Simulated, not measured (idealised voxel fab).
process module | voxel capacitor over wiring
cross-section cut | 290 nm wide | cells 5 nm
A cross-section is a grid of square cells, given in bands from the top down. A band is one or more rows of cells.
Each band's line starts with the height of the band's top and of its bottom, in nm. Then come its materials from left to right, each with its width in nm. One material with "throughout" fills the band from edge to edge. "air" is empty space.
Height 0 is the level under which the wafer as received is all one material. The lowest band goes on downwards, as in "0 down".
A width such as "30 to 40" changes by the same amount from each row of cells to the next, from the band's top row to its bottom row.
"no change" after a step means that no cell of the cross-section changed.
closed voids: empty space of 8 cells or more with no open way to the top, each as width x height at its distance from the left edge, in nm
after a step's settings: what the simulator itself notes on the step
overlay nm, on a step with a mask: how far to the right of its planned place the mask lay; to the left if negative
plan
1 op RECEIVE | material Si
2 op CONFORMAL_DEP | material SiO2 | thk nm 10
3 op CONFORMAL_DEP | material SiCN | thk nm 5
4 op DIRECTIONAL_DEP | material SiO2 | thk nm 25
5 op PATTERN | tone open | mask id METAL_1 | material resist | width nm 20 | pitch nm 80 | thk nm 15 | overlay nm 0
6 op DIRECTIONAL_ETCH | etch materials SiO2 | depth nm 25
7 op DIRECTIONAL_ETCH | etch materials SiCN | depth nm 5
8 op STRIP | etch materials resist
9 op CONFORMAL_DEP | material TiN | thk nm 5
10 op FILL_DEP | material Cu | thk nm 10
11 op CMP | height nm 40
12 op CONFORMAL_DEP | material SiCN | thk nm 5
13 op DIRECTIONAL_DEP | material lowk | thk nm 15
14 op MASKED_ETCH | tone open | mask id PLUG_1 | width nm 15 | etch materials lowk | depth nm 15 | overlay nm 0
15 op MASKED_ETCH | tone open | mask id PLUG_1 | width nm 15 | etch materials SiCN | depth nm 5 | overlay nm 0
16 op CONFORMAL_DEP | material TiN | thk nm 5
17 op FILL_DEP | material Cu | thk nm 10
18 op CMP | height nm 60
19 op DIRECTIONAL_DEP | material TiN | thk nm 10
20 op DIRECTIONAL_DEP | material Al2O3 | thk nm 5
21 op DIRECTIONAL_DEP | material TiN | thk nm 5
22 op DIRECTIONAL_DEP | material aC | thk nm 15
23 op PATTERN | tone cover | mask id UPPER_PLATE | material resist | width nm 65 | thk nm 35 | overlay nm 0
24 op DIRECTIONAL_ETCH | etch materials aC | depth nm 15
25 op STRIP | etch materials resist
26 op DIRECTIONAL_ETCH | etch materials TiN | depth nm 5
27 op DIRECTIONAL_ETCH | etch materials Al2O3 | depth nm 5
28 op STRIP | etch materials aC
29 op PATTERN | tone cover | mask id LOWER_PLATE | material resist | width nm 75 | thk nm 20 | overlay nm 0
30 op DIRECTIONAL_ETCH | etch materials TiN | depth nm 10
31 op STRIP | etch materials resist
32 op FILL_DEP | material SiO2 | thk nm 15
33 op CMP | height nm 90
34 op DIRECTIONAL_DEP | material aC | thk nm 10
35 op PATTERN | tone open | mask id PLUG_2 | material resist | width nm 15 | thk nm 25 | overlay nm 0
36 op DIRECTIONAL_ETCH | etch materials aC | depth nm 10
37 op STRIP | etch materials resist
38 op DIRECTIONAL_ETCH | etch materials SiO2 | depth nm 10
39 op STRIP | etch materials aC
40 op CONFORMAL_DEP | material TiN | thk nm 5
41 op FILL_DEP | material Ru | thk nm 5
42 op CMP | height nm 90
43 op CONFORMAL_DEP | material SiN | thk nm 5
as received, after step 1
  0 down: Si throughout
  closed voids: none
a wafer at the end: this start, this plan, one mistake
  95 to 90: SiN throughout
  90 to 85: SiO2 110 | TiN 5 | Ru 5 | TiN 5 | SiO2 165
  85 to 80: SiO2 110 | TiN 15 | SiO2 165
  80 to 75: SiO2 95 | TiN 5 | SiO2 65 | TiN 5 | SiO2 120
  75 to 70: Al2O3 100 | SiO2 65 | Al2O3 125
  70 to 60: TiN throughout
  60 to 45: lowk 100 | TiN 5 | Cu 5 | TiN 5 | lowk 175
  45 to 40: SiCN 100 | TiN 15 | SiCN 175
  40 to 15: SiO2 95 | TiN 5 | Cu 10 | TiN 5 | SiO2 60 | TiN 5 | Cu 10 | TiN 5 | SiO2 95
  15 to 10: SiCN 95 | TiN 20 | SiCN 60 | TiN 20 | SiCN 95
  10 to 0: SiO2 throughout
  0 down: Si throughout
  closed voids: none
what went wrong: step 23 ran as: op PATTERN | tone open | mask id UPPER_PLATE | material resist | width nm 65 | thk nm 35 | overlay nm 0
